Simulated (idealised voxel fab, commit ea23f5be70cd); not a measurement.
process module | voxel gate over fins
FYI the section here is cut, 230 nm wide, cells are 5 nm squares.
A cross-section in this document is a grid of square cells, and it is written down as bands, the top band listed before the ones below it; a band is made up of one or more rows of cells. Quick guide to a band line: top height, bottom height (nm) up front; then every material left to right with its width in nm. Only one material and it's marked "throughout"? Then it fills the band edge to edge. And "blank" just means empty space. Where do heights start? At 0: under that level the wafer as delivered is made of one material only. And the lowest band has no floor; it just carries on downward, as in "0..down". The notation "30..40" denotes a width that varies across the rows of cells in the band, beginning at the first number in the top row, finishing at the second number in the bottom row, and changing by an identical amount from each row to the next. Reading "same as before" for a step: not a cell of the cross-section changed in it. Any empty space of 8 cells or more lacking an open way to the top shows up in "Encapsulated voids" as width x height at distance, distance from the left edge, in nm. Heads up: the bit after the settings on a step's line is the simulator's remark on that step. Regarding "overlay nm": on a step with a mask, it is the distance the mask lay to the right of its planned place; a negative value places it to the left.

Here's what the planned process steps look like
1,RECEIVE, material Si
2,CONFORMAL_DEP, material SiN, thk nm 5
3,PATTERN, tone cover, mask id FINS, material resist, width nm 15, pitch nm 50, thk nm 20, overlay nm 0
4,DIRECTIONAL_ETCH, etch materials SiN, depth nm 5
5,DIRECTIONAL_ETCH, etch materials Si, depth nm 40
6,STRIP, etch materials resist
7,FILL_DEP, material SiO2, thk nm 15
8,CMP, height nm 5
9,PATTERN, tone open, mask id RAIL, material resist, width nm 15, thk nm 20, overlay nm 0
10,DIRECTIONAL_ETCH, etch materials SiO2, depth nm 40
11,STRIP, etch materials resist
12,CONFORMAL_DEP, material TiN, thk nm 5
13,FILL_DEP, material Ru, thk nm 5
14,CMP, height nm 5
15,SELECTIVE_ETCH, etch materials W Ru TiN, depth nm 25
16,FILL_DEP, material SiO2, thk nm 5
17,CMP, height nm 5
18,SELECTIVE_ETCH, etch materials SiO2, depth nm 15
19,STRIP, etch materials SiN
20,CONFORMAL_DEP, material HfO2, thk nm 5
21,CONFORMAL_DEP, material TiN, thk nm 5
22,FILL_DEP, material W, thk nm 10
23,CMP, height nm 15
24,CONFORMAL_DEP, material SiCN, thk nm 10

As received (post step 1): cross-section
  0..down | Si throughout
  Encapsulated voids: none

Here's the cross-section of the first of our two wafers at the end of the module - it ran as planned
  25..15 | SiCN throughout
  15..10 | W throughout
  10..5 | W=45; TiN=35; W=15; TiN=35; W=15; TiN=35; W=50
  5..0 | W=45; TiN=5; HfO2=25; TiN=5; W=15; TiN=5; HfO2=25; TiN=5; W=15; TiN=5; HfO2=25; TiN=5; W=50
  0..-5 | TiN=50; HfO2=5; Si=15; HfO2=5; TiN=25; HfO2=5; Si=15; HfO2=5; TiN=25; HfO2=5; Si=15; HfO2=5; TiN=55
  -5..-10 | HfO2=55; Si=15; HfO2=35; Si=15; HfO2=35; Si=15; HfO2=60
  -10..-20 | SiO2=55; Si=15; SiO2=35; Si=15; SiO2=35; Si=15; SiO2=60
  -20..-30 | SiO2=55; Si=15; SiO2=10; TiN=5; Ru=5; TiN=5; SiO2=10; Si=15; SiO2=35; Si=15; SiO2=60
  -30..-35 | SiO2=55; Si=15; SiO2=10; TiN=15; SiO2=10; Si=15; SiO2=35; Si=15; SiO2=60
  -35..-40 | SiO2=55; Si=15; SiO2=35; Si=15; SiO2=35; Si=15; SiO2=60
  -40..down | Si throughout
  Encapsulated voids: none

Module end: cross-section of wafer two of two. Same start and process plan as the first wafer. One mistake during execution
  25..15 | SiCN throughout
  15..10 | W throughout
  10..5 | W=50; TiN=35; W=15; TiN=35; W=15; TiN=35; W=45
  5..0 | W=50; TiN=5; HfO2=25; TiN=5; W=15; TiN=5; HfO2=25; TiN=5; W=15; TiN=5; HfO2=25; TiN=5; W=45
  0..-5 | TiN=55; HfO2=5; Si=15; HfO2=5; TiN=25; HfO2=5; Si=15; HfO2=5; TiN=25; HfO2=5; Si=15; HfO2=5; TiN=50
  -5..-10 | HfO2=60; Si=15; HfO2=35; Si=15; HfO2=35; Si=15; HfO2=55
  -10..-20 | SiO2=60; Si=15; SiO2=35; Si=15; SiO2=35; Si=15; SiO2=55
  -20..-30 | SiO2=60; Si=15; SiO2=5; TiN=5; Ru=5; TiN=5; SiO2=15; Si=15; SiO2=35; Si=15; SiO2=55
  -30..-35 | SiO2=60; Si=15; SiO2=5; TiN=15; SiO2=15; Si=15; SiO2=35; Si=15; SiO2=55
  -35..-40 | SiO2=60; Si=15; SiO2=35; Si=15; SiO2=35; Si=15; SiO2=55
  -40..down | Si throughout
  Encapsulated voids: none
What was the processing mistake? step 3 did not happen as planned, as run it was PATTERN, tone cover, mask id FINS, material resist, width nm 15, pitch nm 50, thk nm 20, overlay nm 5
at the end the second wafer has, in cells: as many of each material as the first, in other places
